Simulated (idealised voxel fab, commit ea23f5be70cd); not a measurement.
process module | voxel fin reveal
cross-section cut | 295 nm wide | cells 5 nm
A cross-section is a grid of square cells, given in bands from the top down. A band is one or more rows of cells.
Each band's line starts with the height of the band's top and of its bottom, in nm. Then come its materials from left to right, each with its width in nm. One material with "throughout" fills the band from edge to edge. "air" is empty space.
Height 0 is the level under which the wafer as received is all one material. The lowest band goes on downwards, as in "0 down".
A width such as "30 to 40" changes by the same amount from each row of cells to the next, from the band's top row to its bottom row.
"no change" after a step means that no cell of the cross-section changed.
closed voids: empty space of 8 cells or more with no open way to the top, each as width x height at its distance from the left edge, in nm
after a step's settings: what the simulator itself notes on the step
overlay nm, on a step with a mask: how far to the right of its planned place the mask lay; to the left if negative
plan
1 op RECEIVE | material Si
2 op CONFORMAL_DEP | material SiN | thk nm 10
3 op MASKED_ETCH | tone cover | mask id FINS | width nm 15 | pitch nm 40 | etch materials SiN | depth nm 10 | overlay nm 0
4 op MASKED_ETCH | tone cover | mask id FINS | width nm 15 | pitch nm 40 | etch materials Si | depth nm 30 | overlay nm 0
5 op FILL_DEP | material SiO2 | thk nm 5
6 op CMP | height nm 10
7 op SELECTIVE_ETCH | etch materials SiO2 | depth nm 30
8 op STRIP | etch materials SiN
9 op CONFORMAL_DEP | material HfO2 | thk nm 5
first wafer, as planned
as received, after step 1
  0 down: Si throughout
  closed voids: none
after step 2
  10 to 0: SiN throughout
  below 0: unchanged
after step 3
  10 to 0: air 100 | SiN 15 | air 25 | SiN 15 | air 25 | SiN 15 | air 100
  below 0: unchanged
after step 4
  10 to 0: air 100 | SiN 15 | air 25 | SiN 15 | air 25 | SiN 15 | air 100
  0 to -30: air 100 | Si 15 | air 25 | Si 15 | air 25 | Si 15 | air 100
  below -30: unchanged
after step 5
  15 to 10: SiO2 throughout
  10 to 0: SiO2 100 | SiN 15 | SiO2 25 | SiN 15 | SiO2 25 | SiN 15 | SiO2 100
  0 to -30: SiO2 100 | Si 15 | SiO2 25 | Si 15 | SiO2 25 | Si 15 | SiO2 100
  below -30: unchanged
after step 6
  10 to 0: SiO2 100 | SiN 15 | SiO2 25 | SiN 15 | SiO2 25 | SiN 15 | SiO2 100
  below 0: unchanged
after step 7
  10 to 0: air 100 | SiN 15 | air 25 | SiN 15 | air 25 | SiN 15 | air 100
  0 to -20: air 100 | Si 15 | air 25 | Si 15 | air 25 | Si 15 | air 100
  below -20: unchanged
after step 8
  0 to -20: air 100 | Si 15 | air 25 | Si 15 | air 25 | Si 15 | air 100
  below -20: unchanged
after step 9
  5 to 0: air 95 | HfO2 25 | air 15 | HfO2 25 | air 15 | HfO2 25 | air 95
  0 to -15: air 95 | HfO2 5 | Si 15 | HfO2 5 | air 15 | HfO2 5 | Si 15 | HfO2 5 | air 15 | HfO2 5 | Si 15 | HfO2 5 | air 95
  -15 to -20: HfO2 100 | Si 15 | HfO2 25 | Si 15 | HfO2 25 | Si 15 | HfO2 100
  below -20: unchanged
second wafer: like start, like plan, one mistake. Through step 3 it matches the first wafer
when step 4 should have ended
  10 to 0: air 100 | SiN 15 | air 25 | SiN 15 | air 25 | SiN 15 | air 100
  0 to -60: air 100 | Si 15 | air 25 | Si 15 | air 25 | Si 15 | air 100
  below -60: unchanged
when step 5 should have ended
  15 to 10: SiO2 throughout
  10 to 0: SiO2 100 | SiN 15 | SiO2 25 | SiN 15 | SiO2 25 | SiN 15 | SiO2 100
  0 to -60: SiO2 100 | Si 15 | SiO2 25 | Si 15 | SiO2 25 | Si 15 | SiO2 100
  below -60: unchanged
when step 6 should have ended
  10 to 0: SiO2 100 | SiN 15 | SiO2 25 | SiN 15 | SiO2 25 | SiN 15 | SiO2 100
  below 0: unchanged
when step 7 should have ended
  10 to 0: air 100 | SiN 15 | air 25 | SiN 15 | air 25 | SiN 15 | air 100
  0 to -20: air 100 | Si 15 | air 25 | Si 15 | air 25 | Si 15 | air 100
  below -20: unchanged
when step 8 should have ended
  0 to -20: air 100 | Si 15 | air 25 | Si 15 | air 25 | Si 15 | air 100
  below -20: unchanged
when step 9 should have ended
  5 to 0: air 95 | HfO2 25 | air 15 | HfO2 25 | air 15 | HfO2 25 | air 95
  0 to -15: air 95 | HfO2 5 | Si 15 | HfO2 5 | air 15 | HfO2 5 | Si 15 | HfO2 5 | air 15 | HfO2 5 | Si 15 | HfO2 5 | air 95
  -15 to -20: HfO2 100 | Si 15 | HfO2 25 | Si 15 | HfO2 25 | Si 15 | HfO2 100
  below -20: unchanged
what went wrong: step 4 was run twice
at the end the second wafer has, in cells: 300 fewer of Si | 300 more of SiO2
